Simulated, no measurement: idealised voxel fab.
Name of the process module below: voxel self aligned vias
The width of the displayed cross-section, cut, is 235 nm; its cells are square, with a size of 5 nm.
We lay out every cross-section as a grid of square cells and spell it out in bands from the top down, where one band means one or more rows of cells. In this notation a band is specified by the heights of its top and bottom, in that order and in nm, after which its materials appear from left to right, each paired with its width in nm. The word "everywhere" attached to a single material means that material fills the band from edge to edge; the word "empty" stands for empty space. Below 0: as-received wafer, all one material; heights counted from there. Lowest band: no bottom, goes on down, written "0 nm and below". Quick explanation for "30..40": the width changes in equal steps down the rows of cells, from the first number in the band's top row to the second number in its bottom row. When a step is marked "stayed the same", none of the cells in the cross-section changed during that step. Entry "Closed empty spaces" = empty spaces >= 8 cells with no open way to the top; each as width x height at distance, distance from left edge, all nm. On a step's line, text after the settings is the simulator commenting on that step. "overlay nm" on a masked step: distance the mask lay right of its planned place, negative for left.

### Intended process steps
| 1 | RECEIVE [material Si] |
| 2 | CONFORMAL_DEP [material SiO2] [thk nm 10] |
| 3 | CONFORMAL_DEP [material SiCN] [thk nm 5] |
| 4 | DIRECTIONAL_DEP [material SiO2] [thk nm 20] |
| 5 | PATTERN [tone open] [mask id LINES] [material resist] [width nm 30] [pitch nm 70] [thk nm 20] [overlay nm 0] |
| 6 | DIRECTIONAL_ETCH [etch materials SiO2] [depth nm 20] |
| 7 | STRIP [etch materials resist] |
| 8 | CONFORMAL_DEP [material TiN] [thk nm 5] |
| 9 | FILL_DEP [material Ru] [thk nm 5] |
| 10 | CMP [height nm 35] |
| 11 | SELECTIVE_ETCH [etch materials W Ru TiN] [depth nm 10] |
| 12 | FILL_DEP [material SiN] [thk nm 5] |
| 13 | CMP [height nm 35] |
| 14 | DIRECTIONAL_DEP [material SiO2] [thk nm 15] |
| 15 | DIRECTIONAL_DEP [material aC] [thk nm 15] |
| 16 | PATTERN [tone open] [mask id VIAS] [material resist] [width nm 50] [pitch nm 70] [thk nm 35] [overlay nm 0] |
| 17 | DIRECTIONAL_ETCH [etch materials aC] [depth nm 15] |
| 18 | STRIP [etch materials resist] |
| 19 | DIRECTIONAL_ETCH [etch materials SiO2] [depth nm 15] |
| 20 | DIRECTIONAL_ETCH [etch materials SiN] [depth nm 10] |
| 21 | STRIP [etch materials aC] |
| 22 | CONFORMAL_DEP [material TiN] [thk nm 5] |
| 23 | FILL_DEP [material W] [thk nm 5] |
| 24 | CMP [height nm 50] |
| 25 | CONFORMAL_DEP [material SiCN] [thk nm 5] |

### On the first of the two wafers: run conducted according to plan

### So this is the incoming wafer in cross-section - it's already been through step 1
	0 nm and below  Si everywhere
	Closed empty spaces: none

### The following cross-section depicts the wafer upon completion of step 2
	10 nm to 0 nm  SiO2 everywhere
	Under 0: no change, same as before.

### The following cross-section depicts the wafer upon completion of step 3
	15 nm to 10 nm  SiCN everywhere
	Under 10: no change, same as before.

### The following cross-section depicts the wafer upon completion of step 4
	35 nm to 15 nm  SiO2 everywhere
	Under 15: no change, same as before.

### The following cross-section depicts the wafer upon completion of step 5
	55 nm to 35 nm  30 nm resist; 30 nm empty; 40 nm resist; 30 nm empty; 40 nm resist; 30 nm empty; 35 nm resist
	Under 35: no change, same as before.

### The following cross-section depicts the wafer upon completion of step 6
	55 nm to 35 nm  30 nm resist; 30 nm empty; 40 nm resist; 30 nm empty; 40 nm resist; 30 nm empty; 35 nm resist
	35 nm to 15 nm  30 nm SiO2; 30 nm empty; 40 nm SiO2; 30 nm empty; 40 nm SiO2; 30 nm empty; 35 nm SiO2
	Under 15: no change, same as before.

### The following cross-section depicts the wafer upon completion of step 7
	35 nm to 15 nm  30 nm SiO2; 30 nm empty; 40 nm SiO2; 30 nm empty; 40 nm SiO2; 30 nm empty; 35 nm SiO2
	Under 15: no change, same as before.

### The following cross-section depicts the wafer upon completion of step 8
	40 nm to 35 nm  35 nm TiN; 20 nm empty; 50 nm TiN; 20 nm empty; 50 nm TiN; 20 nm empty; 40 nm TiN
	35 nm to 20 nm  30 nm SiO2; 5 nm TiN; 20 nm empty; 5 nm TiN; 40 nm SiO2; 5 nm TiN; 20 nm empty; 5 nm TiN; 40 nm SiO2; 5 nm TiN; 20 nm empty; 5 nm TiN; 35 nm SiO2
	20 nm to 15 nm  30 nm SiO2; 30 nm TiN; 40 nm SiO2; 30 nm TiN; 40 nm SiO2; 30 nm TiN; 35 nm SiO2
	Under 15: no change, same as before.

### The following cross-section depicts the wafer upon completion of step 9
	45 nm to 40 nm  Ru everywhere
	40 nm to 35 nm  35 nm TiN; 20 nm Ru; 50 nm TiN; 20 nm Ru; 50 nm TiN; 20 nm Ru; 40 nm TiN
	35 nm to 20 nm  30 nm SiO2; 5 nm TiN; 20 nm Ru; 5 nm TiN; 40 nm SiO2; 5 nm TiN; 20 nm Ru; 5 nm TiN; 40 nm SiO2; 5 nm TiN; 20 nm Ru; 5 nm TiN; 35 nm SiO2
	Under 20: no change, same as before.

### The following cross-section depicts the wafer upon completion of step 10
	35 nm to 20 nm  30 nm SiO2; 5 nm TiN; 20 nm Ru; 5 nm TiN; 40 nm SiO2; 5 nm TiN; 20 nm Ru; 5 nm TiN; 40 nm SiO2; 5 nm TiN; 20 nm Ru; 5 nm TiN; 35 nm SiO2
	Under 20: no change, same as before.

### The following cross-section depicts the wafer upon completion of step 11
	35 nm to 25 nm  30 nm SiO2; 30 nm empty; 40 nm SiO2; 30 nm empty; 40 nm SiO2; 30 nm empty; 35 nm SiO2
	Under 25: no change, same as before.

### The following cross-section depicts the wafer upon completion of step 12
	40 nm to 35 nm  SiN everywhere
	35 nm to 25 nm  30 nm SiO2; 30 nm SiN; 40 nm SiO2; 30 nm SiN; 40 nm SiO2; 30 nm SiN; 35 nm SiO2
	Under 25: no change, same as before.

### The following cross-section depicts the wafer upon completion of step 13
	35 nm to 25 nm  30 nm SiO2; 30 nm SiN; 40 nm SiO2; 30 nm SiN; 40 nm SiO2; 30 nm SiN; 35 nm SiO2
	Under 25: no change, same as before.

### The following cross-section depicts the wafer upon completion of step 14
	50 nm to 35 nm  SiO2 everywhere
	Under 35: no change, same as before.

### The following cross-section depicts the wafer upon completion of step 15
	65 nm to 50 nm  aC everywhere
	Under 50: no change, same as before.

### The following cross-section depicts the wafer upon completion of step 16
	100 nm to 65 nm  20 nm resist; 50 nm empty; 20 nm resist; 50 nm empty; 20 nm resist; 50 nm empty; 25 nm resist
	Under 65: no change, same as before.

### The following cross-section depicts the wafer upon completion of step 17
	85 nm to 65 nm  20 nm resist; 50 nm empty; 20 nm resist; 50 nm empty; 20 nm resist; 50 nm empty; 25 nm resist
	65 nm to 50 nm  20 nm aC; 50 nm empty; 20 nm aC; 50 nm empty; 20 nm aC; 50 nm empty; 25 nm aC
	Under 50: no change, same as before.

### The following cross-section depicts the wafer upon completion of step 18
	65 nm to 50 nm  20 nm aC; 50 nm empty; 20 nm aC; 50 nm empty; 20 nm aC; 50 nm empty; 25 nm aC
	Under 50: no change, same as before.

### The following cross-section depicts the wafer upon completion of step 19
	65 nm to 50 nm  20 nm aC; 50 nm empty; 20 nm aC; 50 nm empty; 20 nm aC; 50 nm empty; 25 nm aC
	50 nm to 35 nm  20 nm SiO2; 50 nm empty; 20 nm SiO2; 50 nm empty; 20 nm SiO2; 50 nm empty; 25 nm SiO2
	Under 35: no change, same as before.

### The following cross-section depicts the wafer upon completion of step 20
	65 nm to 50 nm  20 nm aC; 50 nm empty; 20 nm aC; 50 nm empty; 20 nm aC; 50 nm empty; 25 nm aC
	50 nm to 35 nm  20 nm SiO2; 50 nm empty; 20 nm SiO2; 50 nm empty; 20 nm SiO2; 50 nm empty; 25 nm SiO2
	35 nm to 25 nm  30 nm SiO2; 30 nm empty; 40 nm SiO2; 30 nm empty; 40 nm SiO2; 30 nm empty; 35 nm SiO2
	Under 25: no change, same as before.

### The following cross-section depicts the wafer upon completion of step 21
	50 nm to 35 nm  20 nm SiO2; 50 nm empty; 20 nm SiO2; 50 nm empty; 20 nm SiO2; 50 nm empty; 25 nm SiO2
	Under 35: no change, same as before.

### The following cross-section depicts the wafer upon completion of step 22
	55 nm to 50 nm  25 nm TiN; 40 nm empty; 30 nm TiN; 40 nm empty; 30 nm TiN; 40 nm empty; 30 nm TiN
	50 nm to 40 nm  20 nm SiO2; 5 nm TiN; 40 nm empty; 5 nm TiN; 20 nm SiO2; 5 nm TiN; 40 nm empty; 5 nm TiN; 20 nm SiO2; 5 nm TiN; 40 nm empty; 5 nm TiN; 25 nm SiO2
	40 nm to 30 nm  20..30 nm SiO2; 15..5 nm TiN; 20 nm empty; 15..5 nm TiN; 20..40 nm SiO2; 15..5 nm TiN; 20 nm empty; 15..5 nm TiN; 20..40 nm SiO2; 15..5 nm TiN; 20 nm empty; 15..5 nm TiN; 25..35 nm SiO2
	30 nm to 25 nm  30 nm SiO2; 30 nm TiN; 40 nm SiO2; 30 nm TiN; 40 nm SiO2; 30 nm TiN; 35 nm SiO2
	Under 25: no change, same as before.

### The following cross-section depicts the wafer upon completion of step 23
	60 nm to 55 nm  W everywhere
	55 nm to 50 nm  25 nm TiN; 40 nm W; 30 nm TiN; 40 nm W; 30 nm TiN; 40 nm W; 30 nm TiN
	50 nm to 40 nm  20 nm SiO2; 5 nm TiN; 40 nm W; 5 nm TiN; 20 nm SiO2; 5 nm TiN; 40 nm W; 5 nm TiN; 20 nm SiO2; 5 nm TiN; 40 nm W; 5 nm TiN; 25 nm SiO2
	40 nm to 30 nm  20..30 nm SiO2; 15..5 nm TiN; 20 nm W; 15..5 nm TiN; 20..40 nm SiO2; 15..5 nm TiN; 20 nm W; 15..5 nm TiN; 20..40 nm SiO2; 15..5 nm TiN; 20 nm W; 15..5 nm TiN; 25..35 nm SiO2
	Under 30: no change, same as before.

### The following cross-section depicts the wafer upon completion of step 24
	50 nm to 40 nm  20 nm SiO2; 5 nm TiN; 40 nm W; 5 nm TiN; 20 nm SiO2; 5 nm TiN; 40 nm W; 5 nm TiN; 20 nm SiO2; 5 nm TiN; 40 nm W; 5 nm TiN; 25 nm SiO2
	Under 40: no change, same as before.

### The following cross-section depicts the wafer upon completion of step 25
	55 nm to 50 nm  SiCN everywhere
	Under 50: no change, same as before.

### Wafer two of two - same starting point, same process plan, one mistake in execution; matches wafer one up to and including step 15

### Second wafer cross-section, taken as of the time the plan sets for step 16 to be done
	100 nm to 65 nm  30 nm resist; 50 nm empty; 20 nm resist; 50 nm empty; 20 nm resist; 50 nm empty; 15 nm resist
	Under 65: no change, same as before.

### Second wafer cross-section, taken as of the time the plan sets for step 17 to be done
	85 nm to 65 nm  30 nm resist; 50 nm empty; 20 nm resist; 50 nm empty; 20 nm resist; 50 nm empty; 15 nm resist
	65 nm to 50 nm  30 nm aC; 50 nm empty; 20 nm aC; 50 nm empty; 20 nm aC; 50 nm empty; 15 nm aC
	Under 50: no change, same as before.

### Second wafer cross-section, taken as of the time the plan sets for step 18 to be done
	65 nm to 50 nm  30 nm aC; 50 nm empty; 20 nm aC; 50 nm empty; 20 nm aC; 50 nm empty; 15 nm aC
	Under 50: no change, same as before.

### Second wafer cross-section, taken as of the time the plan sets for step 19 to be done
	65 nm to 50 nm  30 nm aC; 50 nm empty; 20 nm aC; 50 nm empty; 20 nm aC; 50 nm empty; 15 nm aC
	50 nm to 35 nm  30 nm SiO2; 50 nm empty; 20 nm SiO2; 50 nm empty; 20 nm SiO2; 50 nm empty; 15 nm SiO2
	Under 35: no change, same as before.

### Second wafer cross-section, taken as of the time the plan sets for step 20 to be done
	65 nm to 50 nm  30 nm aC; 50 nm empty; 20 nm aC; 50 nm empty; 20 nm aC; 50 nm empty; 15 nm aC
	50 nm to 35 nm  30 nm SiO2; 50 nm empty; 20 nm SiO2; 50 nm empty; 20 nm SiO2; 50 nm empty; 15 nm SiO2
	35 nm to 25 nm  30 nm SiO2; 30 nm empty; 40 nm SiO2; 30 nm empty; 40 nm SiO2; 30 nm empty; 35 nm SiO2
	Under 25: no change, same as before.

### Second wafer cross-section, taken as of the time the plan sets for step 21 to be done
	50 nm to 35 nm  30 nm SiO2; 50 nm empty; 20 nm SiO2; 50 nm empty; 20 nm SiO2; 50 nm empty; 15 nm SiO2
	Under 35: no change, same as before.

### Second wafer cross-section, taken as of the time the plan sets for step 22 to be done
	55 nm to 50 nm  35 nm TiN; 40 nm empty; 30 nm TiN; 40 nm empty; 30 nm TiN; 40 nm empty; 20 nm TiN
	50 nm to 40 nm  30 nm SiO2; 5 nm TiN; 40 nm empty; 5 nm TiN; 20 nm SiO2; 5 nm TiN; 40 nm empty; 5 nm TiN; 20 nm SiO2; 5 nm TiN; 40 nm empty; 5 nm TiN; 15 nm SiO2
	40 nm to 30 nm  30 nm SiO2; 5 nm TiN; 20 nm empty; 25..5 nm TiN; 20..40 nm SiO2; 5 nm TiN; 20 nm empty; 25..5 nm TiN; 20..40 nm SiO2; 5 nm TiN; 20 nm empty; 25..5 nm TiN; 15..35 nm SiO2
	30 nm to 25 nm  30 nm SiO2; 30 nm TiN; 40 nm SiO2; 30 nm TiN; 40 nm SiO2; 30 nm TiN; 35 nm SiO2
	Under 25: no change, same as before.

### Second wafer cross-section, taken as of the time the plan sets for step 23 to be done
	60 nm to 55 nm  W everywhere
	55 nm to 50 nm  35 nm TiN; 40 nm W; 30 nm TiN; 40 nm W; 30 nm TiN; 40 nm W; 20 nm TiN
	50 nm to 40 nm  30 nm SiO2; 5 nm TiN; 40 nm W; 5 nm TiN; 20 nm SiO2; 5 nm TiN; 40 nm W; 5 nm TiN; 20 nm SiO2; 5 nm TiN; 40 nm W; 5 nm TiN; 15 nm SiO2
	40 nm to 30 nm  30 nm SiO2; 5 nm TiN; 20 nm W; 25..5 nm TiN; 20..40 nm SiO2; 5 nm TiN; 20 nm W; 25..5 nm TiN; 20..40 nm SiO2; 5 nm TiN; 20 nm W; 25..5 nm TiN; 15..35 nm SiO2
	Under 30: no change, same as before.

### Second wafer cross-section, taken as of the time the plan sets for step 24 to be done
	50 nm to 40 nm  30 nm SiO2; 5 nm TiN; 40 nm W; 5 nm TiN; 20 nm SiO2; 5 nm TiN; 40 nm W; 5 nm TiN; 20 nm SiO2; 5 nm TiN; 40 nm W; 5 nm TiN; 15 nm SiO2
	Under 40: no change, same as before.

### Second wafer cross-section, taken as of the time the plan sets for step 25 to be done
	55 nm to 50 nm  SiCN everywhere
	Under 50: no change, same as before.
Error vs. plan: planned and actual differ for step 16; actual: PATTERN [tone open] [mask id VIAS] [material resist] [width nm 50] [pitch nm 70] [thk nm 35] [overlay nm 10]
By the end, you'd get the same cell count for each material on either wafer, but the second wafer puts them somewhere else.
